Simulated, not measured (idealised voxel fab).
Documented hereafter: the process module known as voxel trench capacitor.
The cross-section shown here is cut; it is 230 nm wide and divided into square cells measuring 5 nm on a side.
Square cells in a grid make up a cross-section in this document, and the grid is given as bands, listed from the top down, each one or more rows of cells. First you get the band's top height and its bottom height, in nm, and then the materials it's made of, left to right, with each width in nm. If you see a single material with "full width", that one covers the band edge to edge. "blank" is empty space. Heights are reckoned from 0. Under this level, the received wafer is all of one material. The bottommost band is open-ended downward, for example "0 and below". Width "30->40": first value at the band's top row of cells, second value at its bottom row, equal change from row to row. Key: "all unchanged" - step with no changed cell in the cross-section. Basically, "Enclosed void listing" tells you about the enclosed voids: empty spaces with no open way to the top, 8 cells or bigger, each written width x height at distance, where distance is from the left edge, all in nm. If you see something after the settings on a step's line, that's the simulator's own remark about that step. You can add "overlay nm" to a step's line. For a step with a mask, it describes how far the mask lay to the right of its planned position, and a negative number describes a lay to the left. What follows is a series of pairs. Each pair shows a cross-section before one process step and the cross-section after it, and the after view is drawn only down to the lowest band that changed. Beneath each pair is the step that lies between the two, with its settings. Pairs may come from different runs of this module on the same starting wafer, so a pair continues from the one above it only where its entry headed "Status quo ante" says so.

-- Status quo ante
	0 and below | Si full width
	Enclosed void listing: none

-- Post-Step Snapshot
	5 down to 0 | SiN full width
	Nothing below the height 0 has changed.
	Enclosed void listing: none
the step between: CONFORMAL_DEP, material SiN, thk nm 5

Status quo ante: same picture as after in the pair right above, so we don't repeat it.

-- Post-Step Snapshot
	20 down to 5 | aC full width
	Nothing below the height 5 has changed.
	Enclosed void listing: none
the step between: DIRECTIONAL_DEP, material aC, thk nm 15

Status quo ante: same picture as after in the pair right above, so we don't repeat it.

-- Post-Step Snapshot
	55 down to 20 | 15 of resist  30 of blank  25 of resist  30 of blank  25 of resist  30 of blank  25 of resist  30 of blank  20 of resist
	Nothing below the height 20 has changed.
	Enclosed void listing: none
the step between: PATTERN, tone open, mask id TRENCH, material resist, width nm 30, pitch nm 55, thk nm 35, overlay nm 0

Status quo ante: same picture as after in the pair right above, so we don't repeat it.

-- Post-Step Snapshot
	40 down to 20 | 15 of resist  30 of blank  25 of resist  30 of blank  25 of resist  30 of blank  25 of resist  30 of blank  20 of resist
	20 down to 5 | 15 of aC  30 of blank  25 of aC  30 of blank  25 of aC  30 of blank  25 of aC  30 of blank  20 of aC
	Nothing below the height 5 has changed.
	Enclosed void listing: none
the step between: DIRECTIONAL_ETCH, etch materials aC, depth nm 15

Status quo ante: same picture as after in the pair right above, so we don't repeat it.

-- Post-Step Snapshot
	20 down to 5 | 15 of aC  30 of blank  25 of aC  30 of blank  25 of aC  30 of blank  25 of aC  30 of blank  20 of aC
	Nothing below the height 5 has changed.
	Enclosed void listing: none
the step between: STRIP, etch materials resist

Status quo ante: same picture as after in the pair right above, so we don't repeat it.

-- Post-Step Snapshot
	20 down to 5 | 15 of aC  30 of blank  25 of aC  30 of blank  25 of aC  30 of blank  25 of aC  30 of blank  20 of aC
	5 down to 0 | 15 of SiN  30 of blank  25 of SiN  30 of blank  25 of SiN  30 of blank  25 of SiN  30 of blank  20 of SiN
	Nothing below the height 0 has changed.
	Enclosed void listing: none
the step between: DIRECTIONAL_ETCH, etch materials SiN, depth nm 5

Status quo ante: same picture as after in the pair right above, so we don't repeat it.

-- Post-Step Snapshot
	20 down to 5 | 15 of aC  30 of blank  25 of aC  30 of blank  25 of aC  30 of blank  25 of aC  30 of blank  20 of aC
	5 down to 0 | 15 of SiN  30 of blank  25 of SiN  30 of blank  25 of SiN  30 of blank  25 of SiN  30 of blank  20 of SiN
	0 down to -35 | 15 of Si  30 of blank  25 of Si  30 of blank  25 of Si  30 of blank  25 of Si  30 of blank  20 of Si
	Nothing below the height -35 has changed.
	Enclosed void listing: none
the step between: DIRECTIONAL_ETCH, etch materials Si, depth nm 35

Status quo ante: same picture as after in the pair right above, so we don't repeat it.

-- Post-Step Snapshot
	5 down to 0 | 15 of SiN  30 of blank  25 of SiN  30 of blank  25 of SiN  30 of blank  25 of SiN  30 of blank  20 of SiN
	Nothing below the height 0 has changed.
	Enclosed void listing: none
the step between: STRIP, etch materials aC

Status quo ante: same picture as after in the pair right above, so we don't repeat it.

-- Post-Step Snapshot
	10 down to 5 | 20 of HfO2  20 of blank  35 of HfO2  20 of blank  35 of HfO2  20 of blank  35 of HfO2  20 of blank  25 of HfO2
	5 down to 0 | 15 of SiN  5 of HfO2  20 of blank  5 of HfO2  25 of SiN  5 of HfO2  20 of blank  5 of HfO2  25 of SiN  5 of HfO2  20 of blank  5 of HfO2  25 of SiN  5 of HfO2  20 of blank  5 of HfO2  20 of SiN
	0 down to -30 | 15 of Si  5 of HfO2  20 of blank  5 of HfO2  25 of Si  5 of HfO2  20 of blank  5 of HfO2  25 of Si  5 of HfO2  20 of blank  5 of HfO2  25 of Si  5 of HfO2  20 of blank  5 of HfO2  20 of Si
	-30 down to -35 | 15 of Si  30 of HfO2  25 of Si  30 of HfO2  25 of Si  30 of HfO2  25 of Si  30 of HfO2  20 of Si
	Nothing below the height -35 has changed.
	Enclosed void listing: none
the step between: CONFORMAL_DEP, material HfO2, thk nm 5

Status quo ante: same picture as after in the pair right above, so we don't repeat it.

-- Post-Step Snapshot
	15 down to 10 | 25 of TiN  10 of blank  45 of TiN  10 of blank  45 of TiN  10 of blank  45 of TiN  10 of blank  30 of TiN
	10 down to 5 | 20 of HfO2  5 of TiN  10 of blank  5 of TiN  35 of HfO2  5 of TiN  10 of blank  5 of TiN  35 of HfO2  5 of TiN  10 of blank  5 of TiN  35 of HfO2  5 of TiN  10 of blank  5 of TiN  25 of HfO2
	5 down to 0 | 15 of SiN  5 of HfO2  5 of TiN  10 of blank  5 of TiN  5 of HfO2  25 of SiN  5 of HfO2  5 of TiN  10 of blank  5 of TiN  5 of HfO2  25 of SiN  5 of HfO2  5 of TiN  10 of blank  5 of TiN  5 of HfO2  25 of SiN  5 of HfO2  5 of TiN  10 of blank  5 of TiN  5 of HfO2  20 of SiN
	0 down to -25 | 15 of Si  5 of HfO2  5 of TiN  10 of blank  5 of TiN  5 of HfO2  25 of Si  5 of HfO2  5 of TiN  10 of blank  5 of TiN  5 of HfO2  25 of Si  5 of HfO2  5 of TiN  10 of blank  5 of TiN  5 of HfO2  25 of Si  5 of HfO2  5 of TiN  10 of blank  5 of TiN  5 of HfO2  20 of Si
	-25 down to -30 | 15 of Si  5 of HfO2  20 of TiN  5 of HfO2  25 of Si  5 of HfO2  20 of TiN  5 of HfO2  25 of Si  5 of HfO2  20 of TiN  5 of HfO2  25 of Si  5 of HfO2  20 of TiN  5 of HfO2  20 of Si
	Nothing below the height -30 has changed.
	Enclosed void listing: none
the step between: CONFORMAL_DEP, material TiN, thk nm 5

Status quo ante: same picture as after in the pair right above, so we don't repeat it.

-- Post-Step Snapshot
	20 down to 15 | W full width
	15 down to 10 | 25 of TiN  10 of W  45 of TiN  10 of W  45 of TiN  10 of W  45 of TiN  10 of W  30 of TiN
	10 down to 5 | 20 of HfO2  5 of TiN  10 of W  5 of TiN  35 of HfO2  5 of TiN  10 of W  5 of TiN  35 of HfO2  5 of TiN  10 of W  5 of TiN  35 of HfO2  5 of TiN  10 of W  5 of TiN  25 of HfO2
	5 down to 0 | 15 of SiN  5 of HfO2  5 of TiN  10 of W  5 of TiN  5 of HfO2  25 of SiN  5 of HfO2  5 of TiN  10 of W  5 of TiN  5 of HfO2  25 of SiN  5 of HfO2  5 of TiN  10 of W  5 of TiN  5 of HfO2  25 of SiN  5 of HfO2  5 of TiN  10 of W  5 of TiN  5 of HfO2  20 of SiN
	0 down to -25 | 15 of Si  5 of HfO2  5 of TiN  10 of W  5 of TiN  5 of HfO2  25 of Si  5 of HfO2  5 of TiN  10 of W  5 of TiN  5 of HfO2  25 of Si  5 of HfO2  5 of TiN  10 of W  5 of TiN  5 of HfO2  25 of Si  5 of HfO2  5 of TiN  10 of W  5 of TiN  5 of HfO2  20 of Si
	Nothing below the height -25 has changed.
	Enclosed void listing: none
the step between: FILL_DEP, material W, thk nm 5

Status quo ante: same picture as after in the pair right above, so we don't repeat it.

-- Post-Step Snapshot
	5 down to 0 | 15 of SiN  5 of HfO2  5 of TiN  10 of W  5 of TiN  5 of HfO2  25 of SiN  5 of HfO2  5 of TiN  10 of W  5 of TiN  5 of HfO2  25 of SiN  5 of HfO2  5 of TiN  10 of W  5 of TiN  5 of HfO2  25 of SiN  5 of HfO2  5 of TiN  10 of W  5 of TiN  5 of HfO2  20 of SiN
	Nothing below the height 0 has changed.
	Enclosed void listing: none
the step between: CMP, height nm 5

-- Status quo ante
	20 down to 5 | 15 of aC  30 of blank  25 of aC  30 of blank  25 of aC  30 of blank  25 of aC  30 of blank  20 of aC
	5 down to 0 | 15 of SiN  30 of blank  25 of SiN  30 of blank  25 of SiN  30 of blank  25 of SiN  30 of blank  20 of SiN
	0 down to -35 | 15 of Si  30 of blank  25 of Si  30 of blank  25 of Si  30 of blank  25 of Si  30 of blank  20 of Si
	-35 and below | Si full width
	Enclosed void listing: none

-- Post-Step Snapshot
	20 down to 5 | 15 of aC  30 of blank  25 of aC  30 of blank  25 of aC  30 of blank  25 of aC  30 of blank  20 of aC
	5 down to 0 | 15 of SiN  30 of blank  25 of SiN  30 of blank  25 of SiN  30 of blank  25 of SiN  30 of blank  20 of SiN
	0 down to -70 | 15 of Si  30 of blank  25 of Si  30 of blank  25 of Si  30 of blank  25 of Si  30 of blank  20 of Si
	Nothing below the height -70 has changed.
	Enclosed void listing: none
the step between: DIRECTIONAL_ETCH, etch materials Si, depth nm 35

Status quo ante: same picture as after in the pair right above, so we don't repeat it.

-- Post-Step Snapshot
	5 down to 0 | 15 of SiN  30 of blank  25 of SiN  30 of blank  25 of SiN  30 of blank  25 of SiN  30 of blank  20 of SiN
	Nothing below the height 0 has changed.
	Enclosed void listing: none
the step between: STRIP, etch materials aC

Status quo ante: same picture as after in the pair right above, so we don't repeat it.

-- Post-Step Snapshot
	10 down to 5 | 20 of HfO2  20 of blank  35 of HfO2  20 of blank  35 of HfO2  20 of blank  35 of HfO2  20 of blank  25 of HfO2
	5 down to 0 | 15 of SiN  5 of HfO2  20 of blank  5 of HfO2  25 of SiN  5 of HfO2  20 of blank  5 of HfO2  25 of SiN  5 of HfO2  20 of blank  5 of HfO2  25 of SiN  5 of HfO2  20 of blank  5 of HfO2  20 of SiN
	0 down to -65 | 15 of Si  5 of HfO2  20 of blank  5 of HfO2  25 of Si  5 of HfO2  20 of blank  5 of HfO2  25 of Si  5 of HfO2  20 of blank  5 of HfO2  25 of Si  5 of HfO2  20 of blank  5 of HfO2  20 of Si
	-65 down to -70 | 15 of Si  30 of HfO2  25 of Si  30 of HfO2  25 of Si  30 of HfO2  25 of Si  30 of HfO2  20 of Si
	Nothing below the height -70 has changed.
	Enclosed void listing: none
the step between: CONFORMAL_DEP, material HfO2, thk nm 5

Status quo ante: same picture as after in the pair right above, so we don't repeat it.

-- Post-Step Snapshot
	15 down to 10 | 25 of TiN  10 of blank  45 of TiN  10 of blank  45 of TiN  10 of blank  45 of TiN  10 of blank  30 of TiN
	10 down to 5 | 20 of HfO2  5 of TiN  10 of blank  5 of TiN  35 of HfO2  5 of TiN  10 of blank  5 of TiN  35 of HfO2  5 of TiN  10 of blank  5 of TiN  35 of HfO2  5 of TiN  10 of blank  5 of TiN  25 of HfO2
	5 down to 0 | 15 of SiN  5 of HfO2  5 of TiN  10 of blank  5 of TiN  5 of HfO2  25 of SiN  5 of HfO2  5 of TiN  10 of blank  5 of TiN  5 of HfO2  25 of SiN  5 of HfO2  5 of TiN  10 of blank  5 of TiN  5 of HfO2  25 of SiN  5 of HfO2  5 of TiN  10 of blank  5 of TiN  5 of HfO2  20 of SiN
	0 down to -60 | 15 of Si  5 of HfO2  5 of TiN  10 of blank  5 of TiN  5 of HfO2  25 of Si  5 of HfO2  5 of TiN  10 of blank  5 of TiN  5 of HfO2  25 of Si  5 of HfO2  5 of TiN  10 of blank  5 of TiN  5 of HfO2  25 of Si  5 of HfO2  5 of TiN  10 of blank  5 of TiN  5 of HfO2  20 of Si
	-60 down to -65 | 15 of Si  5 of HfO2  20 of TiN  5 of HfO2  25 of Si  5 of HfO2  20 of TiN  5 of HfO2  25 of Si  5 of HfO2  20 of TiN  5 of HfO2  25 of Si  5 of HfO2  20 of TiN  5 of HfO2  20 of Si
	Nothing below the height -65 has changed.
	Enclosed void listing: none
the step between: CONFORMAL_DEP, material TiN, thk nm 5

Status quo ante: same picture as after in the pair right above, so we don't repeat it.

-- Post-Step Snapshot
	20 down to 15 | W full width
	15 down to 10 | 25 of TiN  10 of W  45 of TiN  10 of W  45 of TiN  10 of W  45 of TiN  10 of W  30 of TiN
	10 down to 5 | 20 of HfO2  5 of TiN  10 of W  5 of TiN  35 of HfO2  5 of TiN  10 of W  5 of TiN  35 of HfO2  5 of TiN  10 of W  5 of TiN  35 of HfO2  5 of TiN  10 of W  5 of TiN  25 of HfO2
	5 down to 0 | 15 of SiN  5 of HfO2  5 of TiN  10 of W  5 of TiN  5 of HfO2  25 of SiN  5 of HfO2  5 of TiN  10 of W  5 of TiN  5 of HfO2  25 of SiN  5 of HfO2  5 of TiN  10 of W  5 of TiN  5 of HfO2  25 of SiN  5 of HfO2  5 of TiN  10 of W  5 of TiN  5 of HfO2  20 of SiN
	0 down to -60 | 15 of Si  5 of HfO2  5 of TiN  10 of W  5 of TiN  5 of HfO2  25 of Si  5 of HfO2  5 of TiN  10 of W  5 of TiN  5 of HfO2  25 of Si  5 of HfO2  5 of TiN  10 of W  5 of TiN  5 of HfO2  25 of Si  5 of HfO2  5 of TiN  10 of W  5 of TiN  5 of HfO2  20 of Si
	Nothing below the height -60 has changed.
	Enclosed void listing: none
the step between: FILL_DEP, material W, thk nm 5

Status quo ante: same picture as after in the pair right above, so we don't repeat it.

-- Post-Step Snapshot
	5 down to 0 | 15 of SiN  5 of HfO2  5 of TiN  10 of W  5 of TiN  5 of HfO2  25 of SiN  5 of HfO2  5 of TiN  10 of W  5 of TiN  5 of HfO2  25 of SiN  5 of HfO2  5 of TiN  10 of W  5 of TiN  5 of HfO2  25 of SiN  5 of HfO2  5 of TiN  10 of W  5 of TiN  5 of HfO2  20 of SiN
	Nothing below the height 0 has changed.
	Enclosed void listing: none
the step between: CMP, height nm 5

-- Status quo ante
	5 down to 0 | 15 of SiN  30 of blank  25 of SiN  30 of blank  25 of SiN  30 of blank  25 of SiN  30 of blank  20 of SiN
	0 down to -35 | 15 of Si  30 of blank  25 of Si  30 of blank  25 of Si  30 of blank  25 of Si  30 of blank  20 of Si
	-35 and below | Si full width
	Enclosed void listing: none

-- Post-Step Snapshot
	10 down to 5 | 20 of TiN  20 of blank  35 of TiN  20 of blank  35 of TiN  20 of blank  35 of TiN  20 of blank  25 of TiN
	5 down to 0 | 15 of SiN  5 of TiN  20 of blank  5 of TiN  25 of SiN  5 of TiN  20 of blank  5 of TiN  25 of SiN  5 of TiN  20 of blank  5 of TiN  25 of SiN  5 of TiN  20 of blank  5 of TiN  20 of SiN
	0 down to -30 | 15 of Si  5 of TiN  20 of blank  5 of TiN  25 of Si  5 of TiN  20 of blank  5 of TiN  25 of Si  5 of TiN  20 of blank  5 of TiN  25 of Si  5 of TiN  20 of blank  5 of TiN  20 of Si
	-30 down to -35 | 15 of Si  30 of TiN  25 of Si  30 of TiN  25 of Si  30 of TiN  25 of Si  30 of TiN  20 of Si
	Nothing below the height -35 has changed.
	Enclosed void listing: none
the step between: CONFORMAL_DEP, material TiN, thk nm 5

Status quo ante: same picture as after in the pair right above, so we don't repeat it.

-- Post-Step Snapshot
	15 down to 10 | 25 of HfO2  10 of blank  45 of HfO2  10 of blank  45 of HfO2  10 of blank  45 of HfO2  10 of blank  30 of HfO2
	10 down to 5 | 20 of TiN  5 of HfO2  10 of blank  5 of HfO2  35 of TiN  5 of HfO2  10 of blank  5 of HfO2  35 of TiN  5 of HfO2  10 of blank  5 of HfO2  35 of TiN  5 of HfO2  10 of blank  5 of HfO2  25 of TiN
	5 down to 0 | 15 of SiN  5 of TiN  5 of HfO2  10 of blank  5 of HfO2  5 of TiN  25 of SiN  5 of TiN  5 of HfO2  10 of blank  5 of HfO2  5 of TiN  25 of SiN  5 of TiN  5 of HfO2  10 of blank  5 of HfO2  5 of TiN  25 of SiN  5 of TiN  5 of HfO2  10 of blank  5 of HfO2  5 of TiN  20 of SiN
	0 down to -25 | 15 of Si  5 of TiN  5 of HfO2  10 of blank  5 of HfO2  5 of TiN  25 of Si  5 of TiN  5 of HfO2  10 of blank  5 of HfO2  5 of TiN  25 of Si  5 of TiN  5 of HfO2  10 of blank  5 of HfO2  5 of TiN  25 of Si  5 of TiN  5 of HfO2  10 of blank  5 of HfO2  5 of TiN  20 of Si
	-25 down to -30 | 15 of Si  5 of TiN  20 of HfO2  5 of TiN  25 of Si  5 of TiN  20 of HfO2  5 of TiN  25 of Si  5 of TiN  20 of HfO2  5 of TiN  25 of Si  5 of TiN  20 of HfO2  5 of TiN  20 of Si
	Nothing below the height -30 has changed.
	Enclosed void listing: none
the step between: CONFORMAL_DEP, material HfO2, thk nm 5

Status quo ante: same picture as after in the pair right above, so we don't repeat it.

-- Post-Step Snapshot
	20 down to 15 | W full width
	15 down to 10 | 25 of HfO2  10 of W  45 of HfO2  10 of W  45 of HfO2  10 of W  45 of HfO2  10 of W  30 of HfO2
	10 down to 5 | 20 of TiN  5 of HfO2  10 of W  5 of HfO2  35 of TiN  5 of HfO2  10 of W  5 of HfO2  35 of TiN  5 of HfO2  10 of W  5 of HfO2  35 of TiN  5 of HfO2  10 of W  5 of HfO2  25 of TiN
	5 down to 0 | 15 of SiN  5 of TiN  5 of HfO2  10 of W  5 of HfO2  5 of TiN  25 of SiN  5 of TiN  5 of HfO2  10 of W  5 of HfO2  5 of TiN  25 of SiN  5 of TiN  5 of HfO2  10 of W  5 of HfO2  5 of TiN  25 of SiN  5 of TiN  5 of HfO2  10 of W  5 of HfO2  5 of TiN  20 of SiN
	0 down to -25 | 15 of Si  5 of TiN  5 of HfO2  10 of W  5 of HfO2  5 of TiN  25 of Si  5 of TiN  5 of HfO2  10 of W  5 of HfO2  5 of TiN  25 of Si  5 of TiN  5 of HfO2  10 of W  5 of HfO2  5 of TiN  25 of Si  5 of TiN  5 of HfO2  10 of W  5 of HfO2  5 of TiN  20 of Si
	Nothing below the height -25 has changed.
	Enclosed void listing: none
the step between: FILL_DEP, material W, thk nm 5

Status quo ante: same picture as after in the pair right above, so we don't repeat it.

-- Post-Step Snapshot
	5 down to 0 | 15 of SiN  5 of TiN  5 of HfO2  10 of W  5 of HfO2  5 of TiN  25 of SiN  5 of TiN  5 of HfO2  10 of W  5 of HfO2  5 of TiN  25 of SiN  5 of TiN  5 of HfO2  10 of W  5 of HfO2  5 of TiN  25 of SiN  5 of TiN  5 of HfO2  10 of W  5 of HfO2  5 of TiN  20 of SiN
	Nothing below the height 0 has changed.
	Enclosed void listing: none
the step between: CMP, height nm 5

-- Status quo ante
	5 down to 0 | 15 of SiN  30 of blank  25 of SiN  30 of blank  25 of SiN  30 of blank  25 of SiN  30 of blank  20 of SiN
	0 down to -35 | 15 of Si  30 of blank  25 of Si  30 of blank  25 of Si  30 of blank  25 of Si  30 of blank  20 of Si
	-35 and below | Si full width
	Enclosed void listing: none

-- Post-Step Snapshot
	20 down to 5 | HfO2 full width
	5 down to 0 | 15 of SiN  30 of HfO2  25 of SiN  30 of HfO2  25 of SiN  30 of HfO2  25 of SiN  30 of HfO2  20 of SiN
	0 down to -35 | 15 of Si  30 of HfO2  25 of Si  30 of HfO2  25 of Si  30 of HfO2  25 of Si  30 of HfO2  20 of Si
	Nothing below the height -35 has changed.
	Enclosed void listing: none
the step between: CONFORMAL_DEP, material HfO2, thk nm 15

Status quo ante: same picture as after in the pair right above, so we don't repeat it.

-- Post-Step Snapshot
	25 down to 20 | TiN full width
	Nothing below the height 20 has changed.
	Enclosed void listing: none
the step between: CONFORMAL_DEP, material TiN, thk nm 5

Status quo ante: same picture as after in the pair right above, so we don't repeat it.

-- Post-Step Snapshot
	30 down to 25 | W full width
	Nothing below the height 25 has changed.
	Enclosed void listing: none
the step between: FILL_DEP, material W, thk nm 5

Status quo ante: same picture as after in the pair right above, so we don't repeat it.

-- Post-Step Snapshot
	5 down to 0 | 15 of SiN  30 of HfO2  25 of SiN  30 of HfO2  25 of SiN  30 of HfO2  25 of SiN  30 of HfO2  20 of SiN
	Nothing below the height 0 has changed.
	Enclosed void listing: none
the step between: CMP, height nm 5

-- Status quo ante
	20 down to 5 | aC full width
	5 down to 0 | SiN full width
	0 and below | Si full width
	Enclosed void listing: none

-- Post-Step Snapshot
	55 down to 20 | 20 of resist  25 of blank  30 of resist  25 of blank  30 of resist  25 of blank  30 of resist  25 of blank  20 of resist
	Nothing below the height 20 has changed.
	Enclosed void listing: none
the step between: PATTERN, tone open, mask id TRENCH, material resist, width nm 25, pitch nm 55, thk nm 35, overlay nm 0

Status quo ante: same picture as after in the pair right above, so we don't repeat it.

-- Post-Step Snapshot
	40 down to 20 | 20 of resist  25 of blank  30 of resist  25 of blank  30 of resist  25 of blank  30 of resist  25 of blank  20 of resist
	20 down to 5 | 20 of aC  25 of blank  30 of aC  25 of blank  30 of aC  25 of blank  30 of aC  25 of blank  20 of aC
	Nothing below the height 5 has changed.
	Enclosed void listing: none
the step between: DIRECTIONAL_ETCH, etch materials aC, depth nm 15

Status quo ante: same picture as after in the pair right above, so we don't repeat it.

-- Post-Step Snapshot
	20 down to 5 | 20 of aC  25 of blank  30 of aC  25 of blank  30 of aC  25 of blank  30 of aC  25 of blank  20 of aC
	Nothing below the height 5 has changed.
	Enclosed void listing: none
the step between: STRIP, etch materials resist

Status quo ante: same picture as after in the pair right above, so we don't repeat it.

-- Post-Step Snapshot
	20 down to 5 | 20 of aC  25 of blank  30 of aC  25 of blank  30 of aC  25 of blank  30 of aC  25 of blank  20 of aC
	5 down to 0 | 20 of SiN  25 of blank  30 of SiN  25 of blank  30 of SiN  25 of blank  30 of SiN  25 of blank  20 of SiN
	Nothing below the height 0 has changed.
	Enclosed void listing: none
the step between: DIRECTIONAL_ETCH, etch materials SiN, depth nm 5

Status quo ante: same picture as after in the pair right above, so we don't repeat it.

-- Post-Step Snapshot
	20 down to 5 | 20 of aC  25 of blank  30 of aC  25 of blank  30 of aC  25 of blank  30 of aC  25 of blank  20 of aC
	5 down to 0 | 20 of SiN  25 of blank  30 of SiN  25 of blank  30 of SiN  25 of blank  30 of SiN  25 of blank  20 of SiN
	0 down to -35 | 20 of Si  25 of blank  30 of Si  25 of blank  30 of Si  25 of blank  30 of Si  25 of blank  20 of Si
	Nothing below the height -35 has changed.
	Enclosed void listing: none
the step between: DIRECTIONAL_ETCH, etch materials Si, depth nm 35

Status quo ante: same picture as after in the pair right above, so we don't repeat it.

-- Post-Step Snapshot
	5 down to 0 | 20 of SiN  25 of blank  30 of SiN  25 of blank  30 of SiN  25 of blank  30 of SiN  25 of blank  20 of SiN
	Nothing below the height 0 has changed.
	Enclosed void listing: none
the step between: STRIP, etch materials aC

Status quo ante: same picture as after in the pair right above, so we don't repeat it.

-- Post-Step Snapshot
	10 down to 5 | 25 of HfO2  15 of blank  40 of HfO2  15 of blank  40 of HfO2  15 of blank  40 of HfO2  15 of blank  25 of HfO2
	5 down to 0 | 20 of SiN  5 of HfO2  15 of blank  5 of HfO2  30 of SiN  5 of HfO2  15 of blank  5 of HfO2  30 of SiN  5 of HfO2  15 of blank  5 of HfO2  30 of SiN  5 of HfO2  15 of blank  5 of HfO2  20 of SiN
	0 down to -30 | 20 of Si  5 of HfO2  15 of blank  5 of HfO2  30 of Si  5 of HfO2  15 of blank  5 of HfO2  30 of Si  5 of HfO2  15 of blank  5 of HfO2  30 of Si  5 of HfO2  15 of blank  5 of HfO2  20 of Si
	-30 down to -35 | 20 of Si  25 of HfO2  30 of Si  25 of HfO2  30 of Si  25 of HfO2  30 of Si  25 of HfO2  20 of Si
	Nothing below the height -35 has changed.
	Enclosed void listing: none
the step between: CONFORMAL_DEP, material HfO2, thk nm 5

Status quo ante: same picture as after in the pair right above, so we don't repeat it.

-- Post-Step Snapshot
	15 down to 10 | 30 of TiN  5 of blank  50 of TiN  5 of blank  50 of TiN  5 of blank  50 of TiN  5 of blank  30 of TiN
	10 down to 5 | 25 of HfO2  5 of TiN  5 of blank  5 of TiN  40 of HfO2  5 of TiN  5 of blank  5 of TiN  40 of HfO2  5 of TiN  5 of blank  5 of TiN  40 of HfO2  5 of TiN  5 of blank  5 of TiN  25 of HfO2
	5 down to 0 | 20 of SiN  5 of HfO2  5 of TiN  5 of blank  5 of TiN  5 of HfO2  30 of SiN  5 of HfO2  5 of TiN  5 of blank  5 of TiN  5 of HfO2  30 of SiN  5 of HfO2  5 of TiN  5 of blank  5 of TiN  5 of HfO2  30 of SiN  5 of HfO2  5 of TiN  5 of blank  5 of TiN  5 of HfO2  20 of SiN
	0 down to -25 | 20 of Si  5 of HfO2  5 of TiN  5 of blank  5 of TiN  5 of HfO2  30 of Si  5 of HfO2  5 of TiN  5 of blank  5 of TiN  5 of HfO2  30 of Si  5 of HfO2  5 of TiN  5 of blank  5 of TiN  5 of HfO2  30 of Si  5 of HfO2  5 of TiN  5 of blank  5 of TiN  5 of HfO2  20 of Si
	-25 down to -30 | 20 of Si  5 of HfO2  15 of TiN  5 of HfO2  30 of Si  5 of HfO2  15 of TiN  5 of HfO2  30 of Si  5 of HfO2  15 of TiN  5 of HfO2  30 of Si  5 of HfO2  15 of TiN  5 of HfO2  20 of Si
	Nothing below the height -30 has changed.
	Enclosed void listing: none
the step between: CONFORMAL_DEP, material TiN, thk nm 5

Status quo ante: same picture as after in the pair right above, so we don't repeat it.

-- Post-Step Snapshot
	20 down to 15 | W full width
	15 down to 10 | 30 of TiN  5 of W  50 of TiN  5 of W  50 of TiN  5 of W  50 of TiN  5 of W  30 of TiN
	10 down to 5 | 25 of HfO2  5 of TiN  5 of W  5 of TiN  40 of HfO2  5 of TiN  5 of W  5 of TiN  40 of HfO2  5 of TiN  5 of W  5 of TiN  40 of HfO2  5 of TiN  5 of W  5 of TiN  25 of HfO2
	5 down to 0 | 20 of SiN  5 of HfO2  5 of TiN  5 of W  5 of TiN  5 of HfO2  30 of SiN  5 of HfO2  5 of TiN  5 of W  5 of TiN  5 of HfO2  30 of SiN  5 of HfO2  5 of TiN  5 of W  5 of TiN  5 of HfO2  30 of SiN  5 of HfO2  5 of TiN  5 of W  5 of TiN  5 of HfO2  20 of SiN
	0 down to -25 | 20 of Si  5 of HfO2  5 of TiN  5 of W  5 of TiN  5 of HfO2  30 of Si  5 of HfO2  5 of TiN  5 of W  5 of TiN  5 of HfO2  30 of Si  5 of HfO2  5 of TiN  5 of W  5 of TiN  5 of HfO2  30 of Si  5 of HfO2  5 of TiN  5 of W  5 of TiN  5 of HfO2  20 of Si
	Nothing below the height -25 has changed.
	Enclosed void listing: none
the step between: FILL_DEP, material W, thk nm 5

Status quo ante: same picture as after in the pair right above, so we don't repeat it.

-- Post-Step Snapshot
	5 down to 0 | 20 of SiN  5 of HfO2  5 of TiN  5 of W  5 of TiN  5 of HfO2  30 of SiN  5 of HfO2  5 of TiN  5 of W  5 of TiN  5 of HfO2  30 of SiN  5 of HfO2  5 of TiN  5 of W  5 of TiN  5 of HfO2  30 of SiN  5 of HfO2  5 of TiN  5 of W  5 of TiN  5 of HfO2  20 of SiN
	Nothing below the height 0 has changed.
	Enclosed void listing: none
the step between: CMP, height nm 5

-- Status quo ante
	20 down to 5 | aC full width
	5 down to 0 | SiN full width
	0 and below | Si full width
	Enclosed void listing: none

-- Post-Step Snapshot
	55 down to 20 | 20 of resist  30 of blank  25 of resist  30 of blank  25 of resist  30 of blank  25 of resist  30 of blank  15 of resist
	Nothing below the height 20 has changed.
	Enclosed void listing: none
the step between: PATTERN, tone open, mask id TRENCH, material resist, width nm 30, pitch nm 55, thk nm 35, overlay nm 5

Status quo ante: same picture as after in the pair right above, so we don't repeat it.

-- Post-Step Snapshot
	40 down to 20 | 20 of resist  30 of blank  25 of resist  30 of blank  25 of resist  30 of blank  25 of resist  30 of blank  15 of resist
	20 down to 5 | 20 of aC  30 of blank  25 of aC  30 of blank  25 of aC  30 of blank  25 of aC  30 of blank  15 of aC
	Nothing below the height 5 has changed.
	Enclosed void listing: none
the step between: DIRECTIONAL_ETCH, etch materials aC, depth nm 15

Status quo ante: same picture as after in the pair right above, so we don't repeat it.

-- Post-Step Snapshot
	20 down to 5 | 20 of aC  30 of blank  25 of aC  30 of blank  25 of aC  30 of blank  25 of aC  30 of blank  15 of aC
	Nothing below the height 5 has changed.
	Enclosed void listing: none
the step between: STRIP, etch materials resist

Status quo ante: same picture as after in the pair right above, so we don't repeat it.

-- Post-Step Snapshot
	20 down to 5 | 20 of aC  30 of blank  25 of aC  30 of blank  25 of aC  30 of blank  25 of aC  30 of blank  15 of aC
	5 down to 0 | 20 of SiN  30 of blank  25 of SiN  30 of blank  25 of SiN  30 of blank  25 of SiN  30 of blank  15 of SiN
	Nothing below the height 0 has changed.
	Enclosed void listing: none
the step between: DIRECTIONAL_ETCH, etch materials SiN, depth nm 5

Status quo ante: same picture as after in the pair right above, so we don't repeat it.

-- Post-Step Snapshot
	20 down to 5 | 20 of aC  30 of blank  25 of aC  30 of blank  25 of aC  30 of blank  25 of aC  30 of blank  15 of aC
	5 down to 0 | 20 of SiN  30 of blank  25 of SiN  30 of blank  25 of SiN  30 of blank  25 of SiN  30 of blank  15 of SiN
	0 down to -35 | 20 of Si  30 of blank  25 of Si  30 of blank  25 of Si  30 of blank  25 of Si  30 of blank  15 of Si
	Nothing below the height -35 has changed.
	Enclosed void listing: none
the step between: DIRECTIONAL_ETCH, etch materials Si, depth nm 35

Status quo ante: same picture as after in the pair right above, so we don't repeat it.

-- Post-Step Snapshot
	5 down to 0 | 20 of SiN  30 of blank  25 of SiN  30 of blank  25 of SiN  30 of blank  25 of SiN  30 of blank  15 of SiN
	Nothing below the height 0 has changed.
	Enclosed void listing: none
the step between: STRIP, etch materials aC
